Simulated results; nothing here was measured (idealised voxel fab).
The process module presented herein is designated voxel capacitor over wiring.
230 nm wide, 5 nm square cells: that's cross-section cut.
Each cross-section below is a grid of square cells, stated as bands in top-down order, with one or more rows of cells making up each band.
In this notation a band is specified by the heights of its top and bottom, in that order and in nm, after which its materials appear from left to right, each paired with its width in nm. The word "full width" attached to a single material means that material fills the band from edge to edge; the word "blank" stands for empty space.
Zero point of the height axis is 0; under it, received wafer = one material. Lowest band: continues down indefinitely, "from 0 down".
Quick explanation for "30->40": the width changes in equal steps down the rows of cells, from the first number in the band's top row to the second number in its bottom row.
Take "identical to before" at face value: in the step it is given for, the cross-section changed in none of its cells.
Empty spaces without an open route to the top, at least 8 cells in extent, make up the entry "Closed internal voids"; each is given as width x height at distance, where the distance is measured from the left edge, and all are in nm.
It should be noted that, on the line of a given step, the content following the step's settings is a remark produced by the simulator itself with respect to that step.
The line of a step may include "overlay nm". On a step with a mask, this value is how far to the right of its planned place the mask lay. A negative value means the mask lay to the left.
[Listed below are the process steps as planned]
1: op RECEIVE | material Si
2: op CONFORMAL_DEP | material SiO2 | thk nm 10
3: op CONFORMAL_DEP | material SiN | thk nm 5
4: op DIRECTIONAL_DEP | material SiO2 | thk nm 25
5: op DIRECTIONAL_DEP | material aC | thk nm 10
6: op PATTERN | tone open | mask id METAL_1 | material resist | width nm 20 | pitch nm 90 | thk nm 30 | overlay nm 0
7: op DIRECTIONAL_ETCH | etch materials aC | depth nm 10
8: op STRIP | etch materials resist
9: op DIRECTIONAL_ETCH | etch materials SiO2 | depth nm 25
10: op DIRECTIONAL_ETCH | etch materials SiN | depth nm 5
11: op STRIP | etch materials aC
12: op CONFORMAL_DEP | material TiN | thk nm 5
13: op FILL_DEP | material Cu | thk nm 5
14: op CMP | height nm 40
15: op CONFORMAL_DEP | material SiCN | thk nm 5
16: op DIRECTIONAL_DEP | material lowk | thk nm 20
17: op DIRECTIONAL_DEP | material aC | thk nm 10
18: op PATTERN | tone open | mask id PLUG_1 | material resist | width nm 15 | thk nm 25 | overlay nm 0
19: op DIRECTIONAL_ETCH | etch materials aC | depth nm 10
20: op STRIP | etch materials resist
21: op DIRECTIONAL_ETCH | etch materials lowk | depth nm 20
22: op DIRECTIONAL_ETCH | etch materials SiCN | depth nm 5
23: op STRIP | etch materials aC
24: op CONFORMAL_DEP | material TiN | thk nm 5
25: op FILL_DEP | material W | thk nm 10
26: op CMP | height nm 65
27: op DIRECTIONAL_DEP | material TiN | thk nm 10
28: op DIRECTIONAL_DEP | material HfO2 | thk nm 5
29: op DIRECTIONAL_DEP | material TiN | thk nm 5
30: op DIRECTIONAL_DEP | material aC | thk nm 15
31: op PATTERN | tone cover | mask id UPPER_PLATE | material resist | width nm 75 | thk nm 35 | overlay nm 0
32: op DIRECTIONAL_ETCH | etch materials aC | depth nm 15
33: op STRIP | etch materials resist
34: op DIRECTIONAL_ETCH | etch materials TiN | depth nm 5
35: op DIRECTIONAL_ETCH | etch materials HfO2 | depth nm 5
36: op STRIP | etch materials aC
37: op PATTERN | tone cover | mask id LOWER_PLATE | material resist | width nm 85 | thk nm 20 | overlay nm 0
38: op DIRECTIONAL_ETCH | etch materials TiN | depth nm 10
39: op STRIP | etch materials resist
40: op FILL_DEP | material SiO2 | thk nm 15
41: op CMP | height nm 95
42: op MASKED_ETCH | tone open | mask id PLUG_2 | width nm 15 | etch materials SiO2 | depth nm 10 | overlay nm 0
43: op CONFORMAL_DEP | material TiN | thk nm 5
44: op FILL_DEP | material W | thk nm 10
45: op CMP | height nm 95
46: op CONFORMAL_DEP | material SiN | thk nm 5
[The first of the two wafers, which ran as planned]
[Wafer as received: cross-section following step 1]
  from 0 down = Si full width
  Closed internal voids: none
[after step 2]
  from 10 to 0 = SiO2 full width
  Nothing below the height 0 has changed.
[after step 3]
  from 15 to 10 = SiN full width
  Nothing below the height 10 has changed.
[after step 4]
  from 40 to 15 = SiO2 full width
  Nothing below the height 15 has changed.
[after step 5]
  from 50 to 40 = aC full width
  Nothing below the height 40 has changed.
[after step 6]
  from 80 to 50 = resist=60, blank=20, resist=70, blank=20, resist=60
  Nothing below the height 50 has changed.
[after step 7]
  from 70 to 50 = resist=60, blank=20, resist=70, blank=20, resist=60
  from 50 to 40 = aC=60, blank=20, aC=70, blank=20, aC=60
  Nothing below the height 40 has changed.
[after step 8]
  from 50 to 40 = aC=60, blank=20, aC=70, blank=20, aC=60
  Nothing below the height 40 has changed.
[after step 9]
  from 50 to 40 = aC=60, blank=20, aC=70, blank=20, aC=60
  from 40 to 15 = SiO2=60, blank=20, SiO2=70, blank=20, SiO2=60
  Nothing below the height 15 has changed.
[after step 10]
  from 50 to 40 = aC=60, blank=20, aC=70, blank=20, aC=60
  from 40 to 15 = SiO2=60, blank=20, SiO2=70, blank=20, SiO2=60
  from 15 to 10 = SiN=60, blank=20, SiN=70, blank=20, SiN=60
  Nothing below the height 10 has changed.
[after step 11]
  from 40 to 15 = SiO2=60, blank=20, SiO2=70, blank=20, SiO2=60
  Nothing below the height 15 has changed.
[after step 12]
  from 45 to 40 = TiN=65, blank=10, TiN=80, blank=10, TiN=65
  from 40 to 15 = SiO2=60, TiN=5, blank=10, TiN=5, SiO2=70, TiN=5, blank=10, TiN=5, SiO2=60
  from 15 to 10 = SiN=60, TiN=20, SiN=70, TiN=20, SiN=60
  Nothing below the height 10 has changed.
[after step 13]
  from 50 to 45 = Cu full width
  from 45 to 40 = TiN=65, Cu=10, TiN=80, Cu=10, TiN=65
  from 40 to 15 = SiO2=60, TiN=5, Cu=10, TiN=5, SiO2=70, TiN=5, Cu=10, TiN=5, SiO2=60
  Nothing below the height 15 has changed.
[after step 14]
  from 40 to 15 = SiO2=60, TiN=5, Cu=10, TiN=5, SiO2=70, TiN=5, Cu=10, TiN=5, SiO2=60
  Nothing below the height 15 has changed.
[after step 15]
  from 45 to 40 = SiCN full width
  Nothing below the height 40 has changed.
[after step 16]
  from 65 to 45 = lowk full width
  Nothing below the height 45 has changed.
[after step 17]
  from 75 to 65 = aC full width
  Nothing below the height 65 has changed.
[after step 18]
  from 100 to 75 = resist=65, blank=15, resist=150
  Nothing below the height 75 has changed.
[after step 19]
  from 90 to 75 = resist=65, blank=15, resist=150
  from 75 to 65 = aC=65, blank=15, aC=150
  Nothing below the height 65 has changed.
[after step 20]
  from 75 to 65 = aC=65, blank=15, aC=150
  Nothing below the height 65 has changed.
[after step 21]
  from 75 to 65 = aC=65, blank=15, aC=150
  from 65 to 45 = lowk=65, blank=15, lowk=150
  Nothing below the height 45 has changed.
[after step 22]
  from 75 to 65 = aC=65, blank=15, aC=150
  from 65 to 45 = lowk=65, blank=15, lowk=150
  from 45 to 40 = SiCN=65, blank=15, SiCN=150
  Nothing below the height 40 has changed.
[after step 23]
  from 65 to 45 = lowk=65, blank=15, lowk=150
  Nothing below the height 45 has changed.
[after step 24]
  from 70 to 65 = TiN=70, blank=5, TiN=155
  from 65 to 45 = lowk=65, TiN=5, blank=5, TiN=5, lowk=150
  from 45 to 40 = SiCN=65, TiN=15, SiCN=150
  Nothing below the height 40 has changed.
[after step 25]
  from 80 to 70 = W full width
  from 70 to 65 = TiN=70, W=5, TiN=155
  from 65 to 45 = lowk=65, TiN=5, W=5, TiN=5, lowk=150
  Nothing below the height 45 has changed.
[after step 26]
  from 65 to 45 = lowk=65, TiN=5, W=5, TiN=5, lowk=150
  Nothing below the height 45 has changed.
[after step 27]
  from 75 to 65 = TiN full width
  Nothing below the height 65 has changed.
[after step 28]
  from 80 to 75 = HfO2 full width
  Nothing below the height 75 has changed.
[after step 29]
  from 85 to 80 = TiN full width
  Nothing below the height 80 has changed.
[after step 30]
  from 100 to 85 = aC full width
  Nothing below the height 85 has changed.
[after step 31]
  from 135 to 100 = blank=65, resist=75, blank=90
  Nothing below the height 100 has changed.
[after step 32]
  from 120 to 100 = blank=65, resist=75, blank=90
  from 100 to 85 = blank=65, aC=75, blank=90
  Nothing below the height 85 has changed.
[after step 33]
  from 100 to 85 = blank=65, aC=75, blank=90
  Nothing below the height 85 has changed.
[after step 34]
  from 100 to 85 = blank=65, aC=75, blank=90
  from 85 to 80 = blank=65, TiN=75, blank=90
  Nothing below the height 80 has changed.
[after step 35]
  from 100 to 85 = blank=65, aC=75, blank=90
  from 85 to 80 = blank=65, TiN=75, blank=90
  from 80 to 75 = blank=65, HfO2=75, blank=90
  Nothing below the height 75 has changed.
[after step 36]
  from 85 to 80 = blank=65, TiN=75, blank=90
  Nothing below the height 80 has changed.
[after step 37]
  from 105 to 85 = blank=60, resist=85, blank=85
  from 85 to 80 = blank=60, resist=5, TiN=75, resist=5, blank=85
  from 80 to 75 = blank=60, resist=5, HfO2=75, resist=5, blank=85
  Nothing below the height 75 has changed.
[after step 38]
  from 105 to 85 = blank=60, resist=85, blank=85
  from 85 to 80 = blank=60, resist=5, TiN=75, resist=5, blank=85
  from 80 to 75 = blank=60, resist=5, HfO2=75, resist=5, blank=85
  from 75 to 65 = blank=60, TiN=85, blank=85
  Nothing below the height 65 has changed.
[after step 39]
  from 85 to 80 = blank=65, TiN=75, blank=90
  from 80 to 75 = blank=65, HfO2=75, blank=90
  Nothing below the height 75 has changed.
[after step 40]
  from 100 to 85 = SiO2 full width
  from 85 to 80 = SiO2=65, TiN=75, SiO2=90
  from 80 to 75 = SiO2=65, HfO2=75, SiO2=90
  from 75 to 65 = SiO2=60, TiN=85, SiO2=85
  Nothing below the height 65 has changed.
[after step 41]
  from 95 to 85 = SiO2 full width
  Nothing below the height 85 has changed.
[after step 42]
  from 95 to 85 = SiO2=75, blank=15, SiO2=140
  Nothing below the height 85 has changed.
[after step 43]
  from 100 to 95 = TiN=80, blank=5, TiN=145
  from 95 to 90 = SiO2=75, TiN=5, blank=5, TiN=5, SiO2=140
  from 90 to 80 = SiO2=75->65, TiN=15->75, SiO2=140->90
  Nothing below the height 80 has changed.
[after step 44]
  from 110 to 100 = W full width
  from 100 to 95 = TiN=80, W=5, TiN=145
  from 95 to 90 = SiO2=75, TiN=5, W=5, TiN=5, SiO2=140
  Nothing below the height 90 has changed.
[after step 45]
  from 95 to 90 = SiO2=75, TiN=5, W=5, TiN=5, SiO2=140
  Nothing below the height 90 has changed.
[after step 46]
  from 100 to 95 = SiN full width
  Nothing below the height 95 has changed.
[What follows concerns the second wafer, which started out like the first and was meant to follow the very same plan; one mistake crept in when it was run, but everything up to and including step 27 is the same as for the first wafer]
[Second wafer, section view, time point: scheduled end of step 28]
  from 80 to 75 = W full width
  Nothing below the height 75 has changed.
[Second wafer, section view, time point: scheduled end of step 29]
  from 85 to 80 = TiN full width
  Nothing below the height 80 has changed.
[Second wafer, section view, time point: scheduled end of step 30]
  from 100 to 85 = aC full width
  Nothing below the height 85 has changed.
[Second wafer, section view, time point: scheduled end of step 31]
  from 135 to 100 = blank=65, resist=75, blank=90
  Nothing below the height 100 has changed.
[Second wafer, section view, time point: scheduled end of step 32]
  from 120 to 100 = blank=65, resist=75, blank=90
  from 100 to 85 = blank=65, aC=75, blank=90
  Nothing below the height 85 has changed.
[Second wafer, section view, time point: scheduled end of step 33]
  from 100 to 85 = blank=65, aC=75, blank=90
  Nothing below the height 85 has changed.
[Second wafer, section view, time point: scheduled end of step 34]
  from 100 to 85 = blank=65, aC=75, blank=90
  from 85 to 80 = blank=65, TiN=75, blank=90
  Nothing below the height 80 has changed.
Second wafer, section view, time point: scheduled end of step 35: identical to before
[Second wafer, section view, time point: scheduled end of step 36]
  from 85 to 80 = blank=65, TiN=75, blank=90
  Nothing below the height 80 has changed.
[Second wafer, section view, time point: scheduled end of step 37]
  from 105 to 85 = blank=60, resist=85, blank=85
  from 85 to 80 = blank=60, resist=5, TiN=75, resist=5, blank=85
  Nothing below the height 80 has changed.
Second wafer, section view, time point: scheduled end of step 38: identical to before
[Second wafer, section view, time point: scheduled end of step 39]
  from 85 to 80 = blank=65, TiN=75, blank=90
  Nothing below the height 80 has changed.
[Second wafer, section view, time point: scheduled end of step 40]
  from 100 to 85 = SiO2 full width
  from 85 to 80 = SiO2=65, TiN=75, SiO2=90
  Nothing below the height 80 has changed.
[Second wafer, section view, time point: scheduled end of step 41]
  from 95 to 85 = SiO2 full width
  Nothing below the height 85 has changed.
[Second wafer, section view, time point: scheduled end of step 42]
  from 95 to 85 = SiO2=75, blank=15, SiO2=140
  Nothing below the height 85 has changed.
[Second wafer, section view, time point: scheduled end of step 43]
  from 100 to 95 = TiN=80, blank=5, TiN=145
  from 95 to 90 = SiO2=75, TiN=5, blank=5, TiN=5, SiO2=140
  from 90 to 80 = SiO2=75->65, TiN=15->75, SiO2=140->90
  Nothing below the height 80 has changed.
[Second wafer, section view, time point: scheduled end of step 44]
  from 110 to 100 = W full width
  from 100 to 95 = TiN=80, W=5, TiN=145
  from 95 to 90 = SiO2=75, TiN=5, W=5, TiN=5, SiO2=140
  Nothing below the height 90 has changed.
[Second wafer, section view, time point: scheduled end of step 45]
  from 95 to 90 = SiO2=75, TiN=5, W=5, TiN=5, SiO2=140
  Nothing below the height 90 has changed.
[Second wafer, section view, time point: scheduled end of step 46]
  from 100 to 95 = SiN full width
  Nothing below the height 95 has changed.
So what did we get wrong on this run? so step 28 ended up running with a different setting than we planned, it ran as op DIRECTIONAL_DEP | material W | thk nm 5
The final cell counts differ between the wafers, with the second having more or fewer of some materials than the first: -15 HfO2; -89 SiO2; +58 TiN; +46 W
